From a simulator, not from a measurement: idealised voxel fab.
Herein follows the process module entitled voxel self aligned contacts.
Cross-sectional view cut (width: 210 nm; square cell size: 5 nm).
Just so we're on the same page, the cross-sections are grids of square cells, and they're listed out in bands top to bottom, each band one or more rows deep. First you get the band's top height and its bottom height, in nm, and then the materials it's made of, left to right, with each width in nm. If you see a single material with "full width", that one covers the band edge to edge. "empty" is empty space. Where do heights start? At 0: under that level the wafer as delivered is made of one material only. And the lowest band has no floor; it just carries on downward, as in "0..down". The width entry "30->40" should be interpreted row by row: the top row of cells in the band takes the first number, the bottom row takes the second number, and the change between adjacent rows is uniform throughout. Basically "changes: none" means that step didn't change any cell in the cross-section. "Sealed-off cavities": sealed empty spaces, 8 cells or more, no open way to top, listed width x height at distance, with distance from the left edge and width, height and distance in nm. Post-settings text on a step line: simulator's own remark regarding the step. overlay nm: mask right of planned place by this much (step with mask). Neg. = left. Reading guide: pairs of cross-sections, before and after one process step; after view cut off at lowest changed band; step and settings listed under each pair. Pairs may stem from different runs of this module on the same starting wafer; continuity with the pair above only where the "Pre-process" entry states it.
Pre-process
  60..50 = SiO2: 75 | empty: 55 | SiO2: 80
  50..30 = SiO2: 50 | SiN: 45 | empty: 15 | SiN: 45 | SiO2: 55
  30..0 = SiO2: 50 | SiN: 10 | polySi: 25 | SiN: 10 | empty: 15 | SiN: 10 | polySi: 25 | SiN: 10 | SiO2: 55
  0..-5 = SiO2: 95 | empty: 15 | SiO2: 100
  -5..down = Si full width
  Sealed-off cavities: none
Sectional Result
  65..60 = TiN: 80 | empty: 45 | TiN: 85
  60..50 = SiO2: 75 | TiN: 5->25 | empty: 45->5 | TiN: 5->25 | SiO2: 80
  50..30 = SiO2: 50 | SiN: 45 | TiN: 5 | empty: 5 | TiN: 5 | SiN: 45 | SiO2: 55
  30..0 = SiO2: 50 | SiN: 10 | polySi: 25 | SiN: 10 | TiN: 5 | empty: 5 | TiN: 5 | SiN: 10 | polySi: 25 | SiN: 10 | SiO2: 55
  0..-5 = SiO2: 95 | TiN: 15 | SiO2: 100
  below -5: unchanged
  Sealed-off cavities: none
The transition between the preceding cross-sections is accomplished by CONFORMAL_DEP [material TiN] [thk nm 5]
Pre-process: the wafer arrives at this step looking as the after cross-section in the pair just above shows it.
Sectional Result
  75..65 = W full width
  65..60 = TiN: 80 | W: 45 | TiN: 85
  60..50 = SiO2: 75 | TiN: 5->25 | W: 45->5 | TiN: 5->25 | SiO2: 80
  50..30 = SiO2: 50 | SiN: 45 | TiN: 5 | W: 5 | TiN: 5 | SiN: 45 | SiO2: 55
  30..0 = SiO2: 50 | SiN: 10 | polySi: 25 | SiN: 10 | TiN: 5 | W: 5 | TiN: 5 | SiN: 10 | polySi: 25 | SiN: 10 | SiO2: 55
  below 0: unchanged
  Sealed-off cavities: none
The transition between the preceding cross-sections is accomplished by FILL_DEP [material W] [thk nm 10]
Pre-process: the wafer arrives at this step looking as the after cross-section in the pair just above shows it.
Sectional Result
  60..50 = SiO2: 75 | TiN: 5->25 | W: 45->5 | TiN: 5->25 | SiO2: 80
  below 50: unchanged
  Sealed-off cavities: none
The transition between the preceding cross-sections is accomplished by CMP [height nm 60]
Pre-process: the wafer arrives at this step looking as the after cross-section in the pair just above shows it.
Sectional Result
  65..60 = SiN full width
  below 60: unchanged
  Sealed-off cavities: none
The transition between the preceding cross-sections is accomplished by CONFORMAL_DEP [material SiN] [thk nm 5]
Pre-process
  60..50 = SiO2 full width
  50..30 = SiO2: 50 | SiN: 45 | SiO2: 15 | SiN: 45 | SiO2: 55
  30..0 = SiO2: 50 | SiN: 10 | polySi: 25 | SiN: 10 | SiO2: 15 | SiN: 10 | polySi: 25 | SiN: 10 | SiO2: 55
  0..-5 = SiO2 full width
  -5..down = Si full width
  Sealed-off cavities: none
Sectional Result
  60..50 = SiO2: 85 | empty: 45 | SiO2: 80
  50..30 = SiO2: 50 | SiN: 45 | empty: 15 | SiN: 45 | SiO2: 55
  30..0 = SiO2: 50 | SiN: 10 | polySi: 25 | SiN: 10 | empty: 15 | SiN: 10 | polySi: 25 | SiN: 10 | SiO2: 55
  0..-5 = SiO2: 95 | empty: 15 | SiO2: 100
  below -5: unchanged
  Sealed-off cavities: none
The transition between the preceding cross-sections is accomplished by MASKED_ETCH [tone open] [mask id CONTACT] [width nm 45] [etch materials SiO2] [depth nm 65] [overlay nm 5]
Pre-process: the wafer arrives at this step looking as the after cross-section in the pair just above shows it.
Sectional Result
  65..60 = TiN: 90 | empty: 35 | TiN: 85
  60..50 = SiO2: 85 | TiN: 5->15 | empty: 35->5 | TiN: 5->25 | SiO2: 80
  50..30 = SiO2: 50 | SiN: 45 | TiN: 5 | empty: 5 | TiN: 5 | SiN: 45 | SiO2: 55
  30..0 = SiO2: 50 | SiN: 10 | polySi: 25 | SiN: 10 | TiN: 5 | empty: 5 | TiN: 5 | SiN: 10 | polySi: 25 | SiN: 10 | SiO2: 55
  0..-5 = SiO2: 95 | TiN: 15 | SiO2: 100
  below -5: unchanged
  Sealed-off cavities: none
The transition between the preceding cross-sections is accomplished by CONFORMAL_DEP [material TiN] [thk nm 5]
Pre-process: the wafer arrives at this step looking as the after cross-section in the pair just above shows it.
Sectional Result
  75..65 = W full width
  65..60 = TiN: 90 | W: 35 | TiN: 85
  60..50 = SiO2: 85 | TiN: 5->15 | W: 35->5 | TiN: 5->25 | SiO2: 80
  50..30 = SiO2: 50 | SiN: 45 | TiN: 5 | W: 5 | TiN: 5 | SiN: 45 | SiO2: 55
  30..0 = SiO2: 50 | SiN: 10 | polySi: 25 | SiN: 10 | TiN: 5 | W: 5 | TiN: 5 | SiN: 10 | polySi: 25 | SiN: 10 | SiO2: 55
  below 0: unchanged
  Sealed-off cavities: none
The transition between the preceding cross-sections is accomplished by FILL_DEP [material W] [thk nm 10]
Pre-process: the wafer arrives at this step looking as the after cross-section in the pair just above shows it.
Sectional Result
  60..50 = SiO2: 85 | TiN: 5->15 | W: 35->5 | TiN: 5->25 | SiO2: 80
  below 50: unchanged
  Sealed-off cavities: none
The transition between the preceding cross-sections is accomplished by CMP [height nm 60]
Pre-process: the wafer arrives at this step looking as the after cross-section in the pair just above shows it.
Sectional Result
  65..60 = SiN full width
  below 60: unchanged
  Sealed-off cavities: none
The transition between the preceding cross-sections is accomplished by CONFORMAL_DEP [material SiN] [thk nm 5]
Pre-process
  0..-5 = SiO2 full width
  -5..down = Si full width
  Sealed-off cavities: none
Sectional Result
  30..0 = W full width
  below 0: unchanged
  Sealed-off cavities: none
The transition between the preceding cross-sections is accomplished by DIRECTIONAL_DEP [material W] [thk nm 30]
Pre-process: the wafer arrives at this step looking as the after cross-section in the pair just above shows it.
Sectional Result
  50..30 = SiN full width
  below 30: unchanged
  Sealed-off cavities: none
The transition between the preceding cross-sections is accomplished by DIRECTIONAL_DEP [material SiN] [thk nm 20]
Pre-process: the wafer arrives at this step looking as the after cross-section in the pair just above shows it.
Sectional Result
  50..30 = empty: 60 | SiN: 25 | empty: 35 | SiN: 25 | empty: 65
  below 30: unchanged
  Sealed-off cavities: none
The transition between the preceding cross-sections is accomplished by MASKED_ETCH [tone cover] [mask id GATE] [width nm 25] [pitch nm 60] [etch materials SiN] [depth nm 20] [overlay nm 0]
Pre-process: the wafer arrives at this step looking as the after cross-section in the pair just above shows it.
Sectional Result
  60..40 = empty: 50 | SiN: 45 | empty: 15 | SiN: 45 | empty: 55
  40..30 = SiN full width
  below 30: unchanged
  Sealed-off cavities: none
The transition between the preceding cross-sections is accomplished by CONFORMAL_DEP [material SiN] [thk nm 10]
Pre-process: the wafer arrives at this step looking as the after cross-section in the pair just above shows it.
Sectional Result
  50..30 = empty: 50 | SiN: 45 | empty: 15 | SiN: 45 | empty: 55
  below 30: unchanged
  Sealed-off cavities: none
The transition between the preceding cross-sections is accomplished by DIRECTIONAL_ETCH [etch materials SiN] [depth nm 10]
Pre-process: the wafer arrives at this step looking as the after cross-section in the pair just above shows it.
Sectional Result
  65..50 = SiO2 full width
  50..30 = SiO2: 50 | SiN: 45 | SiO2: 15 | SiN: 45 | SiO2: 55
  below 30: unchanged
  Sealed-off cavities: none
The transition between the preceding cross-sections is accomplished by FILL_DEP [material SiO2] [thk nm 15]
Pre-process: the wafer arrives at this step looking as the after cross-section in the pair just above shows it.
Sectional Result
  60..50 = SiO2 full width
  below 50: unchanged
  Sealed-off cavities: none
The transition between the preceding cross-sections is accomplished by CMP [height nm 60]
Pre-process: the wafer arrives at this step looking as the after cross-section in the pair just above shows it.
Sectional Result
  60..50 = SiO2: 80 | empty: 45 | SiO2: 85
  50..30 = SiO2: 50 | SiN: 45 | empty: 15 | SiN: 45 | SiO2: 55
  below 30: unchanged
  Sealed-off cavities: none
The transition between the preceding cross-sections is accomplished by MASKED_ETCH [tone open] [mask id CONTACT] [width nm 45] [etch materials SiO2] [depth nm 65] [overlay nm 0]
Pre-process: the wafer arrives at this step looking as the after cross-section in the pair just above shows it.
Sectional Result
  65..60 = TiN: 85 | empty: 35 | TiN: 90
  60..50 = SiO2: 80 | TiN: 5->20 | empty: 35->5 | TiN: 5->20 | SiO2: 85
  50..35 = SiO2: 50 | SiN: 45 | TiN: 5 | empty: 5 | TiN: 5 | SiN: 45 | SiO2: 55
  35..30 = SiO2: 50 | SiN: 45 | TiN: 15 | SiN: 45 | SiO2: 55
  below 30: unchanged
  Sealed-off cavities: none
The transition between the preceding cross-sections is accomplished by CONFORMAL_DEP [material TiN] [thk nm 5]
Pre-process: the wafer arrives at this step looking as the after cross-section in the pair just above shows it.
Sectional Result
  75..65 = W full width
  65..60 = TiN: 85 | W: 35 | TiN: 90
  60..50 = SiO2: 80 | TiN: 5->20 | W: 35->5 | TiN: 5->20 | SiO2: 85
  50..35 = SiO2: 50 | SiN: 45 | TiN: 5 | W: 5 | TiN: 5 | SiN: 45 | SiO2: 55
  below 35: unchanged
  Sealed-off cavities: none
The transition between the preceding cross-sections is accomplished by FILL_DEP [material W] [thk nm 10]
Pre-process: the wafer arrives at this step looking as the after cross-section in the pair just above shows it.
Sectional Result
  60..50 = SiO2: 80 | TiN: 5->20 | W: 35->5 | TiN: 5->20 | SiO2: 85
  below 50: unchanged
  Sealed-off cavities: none
The transition between the preceding cross-sections is accomplished by CMP [height nm 60]
Pre-process: the wafer arrives at this step looking as the after cross-section in the pair just above shows it.
Sectional Result
  65..60 = SiN full width
  below 60: unchanged
  Sealed-off cavities: none
The transition between the preceding cross-sections is accomplished by CONFORMAL_DEP [material SiN] [thk nm 5]
Pre-process
  50..30 = SiN full width
  30..0 = polySi full width
  0..-5 = SiO2 full width
  -5..down = Si full width
  Sealed-off cavities: none
Sectional Result
  50..30 = SiN: 60 | empty: 25 | SiN: 35 | empty: 25 | SiN: 65
  below 30: unchanged
  Sealed-off cavities: none
The transition between the preceding cross-sections is accomplished by MASKED_ETCH [tone open] [mask id GATE] [width nm 25] [pitch nm 60] [etch materials SiN] [depth nm 20] [overlay nm 0]
Pre-process: the wafer arrives at this step looking as the after cross-section in the pair just above shows it.
Sectional Result
  60..40 = SiN: 70 | empty: 5 | SiN: 55 | empty: 5 | SiN: 75
  40..30 = SiN full width
  below 30: unchanged
  Sealed-off cavities: none
The transition between the preceding cross-sections is accomplished by CONFORMAL_DEP [material SiN] [thk nm 10]
Pre-process: the wafer arrives at this step looking as the after cross-section in the pair just above shows it.
Sectional Result
  50..30 = SiN: 70 | empty: 5 | SiN: 55 | empty: 5 | SiN: 75
  below 30: unchanged
  Sealed-off cavities: none
The transition between the preceding cross-sections is accomplished by DIRECTIONAL_ETCH [etch materials SiN] [depth nm 10]
Pre-process: the wafer arrives at this step looking as the after cross-section in the pair just above shows it.
Sectional Result
  65..50 = SiO2 full width
  50..30 = SiN: 70 | SiO2: 5 | SiN: 55 | SiO2: 5 | SiN: 75
  below 30: unchanged
  Sealed-off cavities: none
The transition between the preceding cross-sections is accomplished by FILL_DEP [material SiO2] [thk nm 15]
Pre-process: the wafer arrives at this step looking as the after cross-section in the pair just above shows it.
Sectional Result
  60..50 = SiO2 full width
  below 50: unchanged
  Sealed-off cavities: none
The transition between the preceding cross-sections is accomplished by CMP [height nm 60]
Pre-process: the wafer arrives at this step looking as the after cross-section in the pair just above shows it.
Sectional Result
  60..50 = SiO2: 80 | empty: 45 | SiO2: 85
  below 50: unchanged
  Sealed-off cavities: none
The transition between the preceding cross-sections is accomplished by MASKED_ETCH [tone open] [mask id CONTACT] [width nm 45] [etch materials SiO2] [depth nm 65] [overlay nm 0]
Pre-process: the wafer arrives at this step looking as the after cross-section in the pair just above shows it.
Sectional Result
  65..60 = TiN: 85 | empty: 35 | TiN: 90
  60..55 = SiO2: 80 | TiN: 5 | empty: 35 | TiN: 5 | SiO2: 85
  55..50 = SiO2: 80 | TiN: 45 | SiO2: 85
  below 50: unchanged
  Sealed-off cavities: none
The transition between the preceding cross-sections is accomplished by CONFORMAL_DEP [material TiN] [thk nm 5]
Pre-process: the wafer arrives at this step looking as the after cross-section in the pair just above shows it.
Sectional Result
  75..65 = W full width
  65..60 = TiN: 85 | W: 35 | TiN: 90
  60..55 = SiO2: 80 | TiN: 5 | W: 35 | TiN: 5 | SiO2: 85
  below 55: unchanged
  Sealed-off cavities: none
The transition between the preceding cross-sections is accomplished by FILL_DEP [material W] [thk nm 10]
Pre-process: the wafer arrives at this step looking as the after cross-section in the pair just above shows it.
Sectional Result
  60..55 = SiO2: 80 | TiN: 5 | W: 35 | TiN: 5 | SiO2: 85
  below 55: unchanged
  Sealed-off cavities: none
The transition between the preceding cross-sections is accomplished by CMP [height nm 60]
Pre-process: the wafer arrives at this step looking as the after cross-section in the pair just above shows it.
Sectional Result
  65..60 = SiN full width
  below 60: unchanged
  Sealed-off cavities: none
The transition between the preceding cross-sections is accomplished by CONFORMAL_DEP [material SiN] [thk nm 5]
